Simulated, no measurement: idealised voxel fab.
The following is a process module called voxel air gaps.
In the cross-section labelled cut, the width is 295 nm and each square cell is 5 nm.
Reading order for cross-sections: top band down to bottom band. Underlying form: a grid of square cells. Band size: one or more rows of cells. Heights first: top, then bottom, in nm. Then materials, left to right, each with a width in nm. "everywhere" on a single material: fills the band edge to edge. "air": empty space. Measure heights from 0. That's the level where, below it, the as-received wafer is all one material. The lowest band is bottomless and extends downward; write it as in "from 0 down". Top row gets the first number, bottom row gets the second, and each row in between changes by the same step: that is how a band width like "30 to 40" works. When a step is marked "remains unaltered", none of the cells in the cross-section changed during that step. In "Internal closed voids" the enclosed voids are listed, meaning empty spaces of 8 cells or larger without any opening to the top. The form is width x height at distance, distance from the left edge, units nm. Formally, on a step line, whatever follows the settings is a remark that the simulator itself makes on the step. overlay nm: how far to the right of its planned place the mask lay on this masked step (negative: to the left).
## Listed below are the process steps as planned
1. RECEIVE: material Si
2. CONFORMAL_DEP: material SiO2, thk nm 15
3. CONFORMAL_DEP: material SiN, thk nm 5
4. DIRECTIONAL_DEP: material lowk, thk nm 35
5. MASKED_ETCH: tone open, mask id LINES, width nm 20, pitch nm 50, etch materials lowk, depth nm 35, overlay nm 0
6. CONFORMAL_DEP: material TiN, thk nm 5
7. FILL_DEP: material Cu, thk nm 5
8. CMP: height nm 55
9. EPI: material Ru, thk nm 10
10. SELECTIVE_ETCH: etch materials lowk, depth nm 45
11. CONFORMAL_DEP: material SiN, thk nm 5
## As-received state of the wafer in cross-section, equivalent to post-step 1
> from 0 down: Si everywhere
> Internal closed voids: none
## Final wafer profile in cross-section after the module, from the same start and plan as above, with one mistake made during processing
> from 80 to 75: air=60  SiN=170  air=65
> from 75 to 55: air=60  SiN=5  Ru=160  SiN=5  air=65
> from 55 to 50: air=60  SiN=25  TiN=5  Cu=10  TiN=5  lowk=30  TiN=5  Cu=10  TiN=5  lowk=30  TiN=5  Cu=10  TiN=5  SiN=25  air=65
> from 50 to 25: air=80  SiN=5  TiN=5  Cu=10  TiN=5  lowk=30  TiN=5  Cu=10  TiN=5  lowk=30  TiN=5  Cu=10  TiN=5  SiN=5  air=85
> from 25 to 20: SiN=85  TiN=20  lowk=30  TiN=20  lowk=30  TiN=20  SiN=90
> from 20 to 15: SiN everywhere
> from 15 to 0: SiO2 everywhere
> from 0 down: Si everywhere
> Internal closed voids: none
What was the processing mistake? twice over, step 9 of the plan was run
